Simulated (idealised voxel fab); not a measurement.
Process module name: voxel self aligned contacts
Cross-section cut spans 245 nm and uses square cells 5 nm in size.
How to read a cross-section here: the picture is a grid of square cells, written as bands going from the top down, and any band can span one or more rows of cells. A band entry consists of two parts. The first gives the height of the band's top and the height of its bottom, in nm. The rest lists the band's materials from left to right, each with its width in nm. A single material labelled with the word "throughout" fills the band from edge to edge, and the word "empty" marks empty space. Counting heights begins at 0, where everything beneath is, in the wafer as received, one material. The lowest band has no bottom; it goes on downwards, as "0 -> down" shows. Think of "30 to 40" as a width that walks from the first number to the second as you go down the band, top row to bottom row, taking equal-sized steps from row to row. Any step labelled "identical to before" changed none of the cells in the cross-section. Reported under the label "Closed void register" are the empty spaces having no open way to the top and comprising 8 cells or more; the notation for each is width x height at distance, in which the distance is measured from the left edge and all three values are in nm. That trailing text on a step's line, after the settings, is the simulator's own remark on the step. Each step line may optionally specify "overlay nm", which for a step with a mask gives the rightward distance between the mask's planned place and where it lay, a negative value indicating the leftward direction.
[This section lists the process steps that were planned]
step 1: RECEIVE, material Si
step 2: OXIDIZE, depth nm 5
step 3: DIRECTIONAL_DEP, material polySi, thk nm 30
step 4: DIRECTIONAL_DEP, material SiN, thk nm 15
step 5: MASKED_ETCH, tone cover, mask id GATE, width nm 35, pitch nm 70, etch materials SiN, depth nm 15, overlay nm 0
step 6: MASKED_ETCH, tone cover, mask id GATE, width nm 35, pitch nm 70, etch materials polySi, depth nm 30, overlay nm 0
step 7: CONFORMAL_DEP, material SiN, thk nm 5
step 8: DIRECTIONAL_ETCH, etch materials SiN, depth nm 5
step 9: FILL_DEP, material SiO2, thk nm 15
step 10: CMP, height nm 50
step 11: DIRECTIONAL_DEP, material aC, thk nm 15
step 12: PATTERN, tone open, mask id CONTACT, material resist, width nm 55, pitch nm 70, thk nm 35, overlay nm 0
step 13: DIRECTIONAL_ETCH, etch materials aC, depth nm 5
step 14: STRIP, etch materials resist
step 15: DIRECTIONAL_ETCH, etch materials SiO2, depth nm 55
step 16: STRIP, etch materials aC
step 17: CONFORMAL_DEP, material TiN, thk nm 5
step 18: FILL_DEP, material Ru, thk nm 10
step 19: CMP, height nm 50
step 20: CONFORMAL_DEP, material SiCN, thk nm 5
Every wafer here starts from the same state; it is the step 13 depth nm that distinguishes them, and the value the plan gives belongs to the first wafer.
[first wafer as received, after step 1]
    0 -> down  Si throughout
    Closed void register: none
[Per wafer (row), end of module: delta in cells per material since receipt, (+) for gained, (-) for lost; closed voids after that]
depth nm 5 | -49 Si | +49 SiCN | +117 SiN | +296 SiO2 | +126 polySi | Closed void register: none
depth nm 10 | -49 Si | +49 SiCN | +117 SiN | +296 SiO2 | +126 polySi | Closed void register: none
depth nm 15 | +60 Ru | -49 Si | +49 SiCN | +117 SiN | +174 SiO2 | +62 TiN | +126 polySi | Closed void register: none
depth nm 20 | +60 Ru | -49 Si | +49 SiCN | +117 SiN | +174 SiO2 | +62 TiN | +126 polySi | Closed void register: none
depth nm 25 | +60 Ru | -49 Si | +49 SiCN | +117 SiN | +174 SiO2 | +62 TiN | +126 polySi | Closed void register: none
depth nm 30 | +60 Ru | -49 Si | +49 SiCN | +117 SiN | +174 SiO2 | +62 TiN | +126 polySi | Closed void register: none
